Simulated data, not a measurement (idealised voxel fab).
process module | voxel self aligned vias
cross-section cut | 190 nm wide | cells 5 nm
A cross-section is a grid of square cells, given in bands from the top down. A band is one or more rows of cells.
Each band's line starts with the height of the band's top and of its bottom, in nm. Then come its materials from left to right, each with its width in nm. One material with "throughout" fills the band from edge to edge. "air" is empty space.
Height 0 is the level under which the wafer as received is all one material. The lowest band goes on downwards, as in "0 down".
A width such as "30 to 40" changes by the same amount from each row of cells to the next, from the band's top row to its bottom row.
"no change" after a step means that no cell of the cross-section changed.
closed voids: empty space of 8 cells or more with no open way to the top, each as width x height at its distance from the left edge, in nm
after a step's settings: what the simulator itself notes on the step
overlay nm, on a step with a mask: how far to the right of its planned place the mask lay; to the left if negative
plan
1 op RECEIVE | material Si
2 op CONFORMAL_DEP | material SiO2 | thk nm 15
3 op CONFORMAL_DEP | material SiCN | thk nm 5
4 op DIRECTIONAL_DEP | material lowk | thk nm 25
5 op PATTERN | tone open | mask id LINES | material resist | width nm 30 | pitch nm 55 | thk nm 15 | overlay nm 0
6 op DIRECTIONAL_ETCH | etch materials lowk | depth nm 25
7 op STRIP | etch materials resist
8 op CONFORMAL_DEP | material TiN | thk nm 5
9 op FILL_DEP | material W | thk nm 10
10 op CMP | height nm 45
11 op SELECTIVE_ETCH | etch materials W Ru TiN | depth nm 5
12 op FILL_DEP | material SiN | thk nm 10
13 op CMP | height nm 45
14 op DIRECTIONAL_DEP | material lowk | thk nm 15
15 op MASKED_ETCH | tone open | mask id VIAS | width nm 30 | pitch nm 55 | etch materials lowk | depth nm 15 | overlay nm 0
16 op MASKED_ETCH | tone open | mask id VIAS | width nm 40 | pitch nm 55 | etch materials SiN | depth nm 5 | overlay nm 0
17 op CONFORMAL_DEP | material TiN | thk nm 5
18 op FILL_DEP | material Ru | thk nm 5
19 op CMP | height nm 60
20 op CONFORMAL_DEP | material SiCN | thk nm 5
varied across the wafers: width nm of step 15. The plan shows the first wafer's value. All wafers start alike
first wafer as received, after step 1
  0 down: Si throughout
  closed voids: none
each wafer at the end: cells of each material gained (+) or lost (-) since it was received, then its closed voids
width nm 30 | +24 Ru | +76 SiCN | +114 SiO2 | +48 TiN | +24 W | +208 lowk | closed voids: none
width nm 35 | +28 Ru | +76 SiCN | +114 SiO2 | +50 TiN | +24 W | +202 lowk | closed voids: none
width nm 40 | +32 Ru | +76 SiCN | +114 SiO2 | +52 TiN | +24 W | +196 lowk | closed voids: none
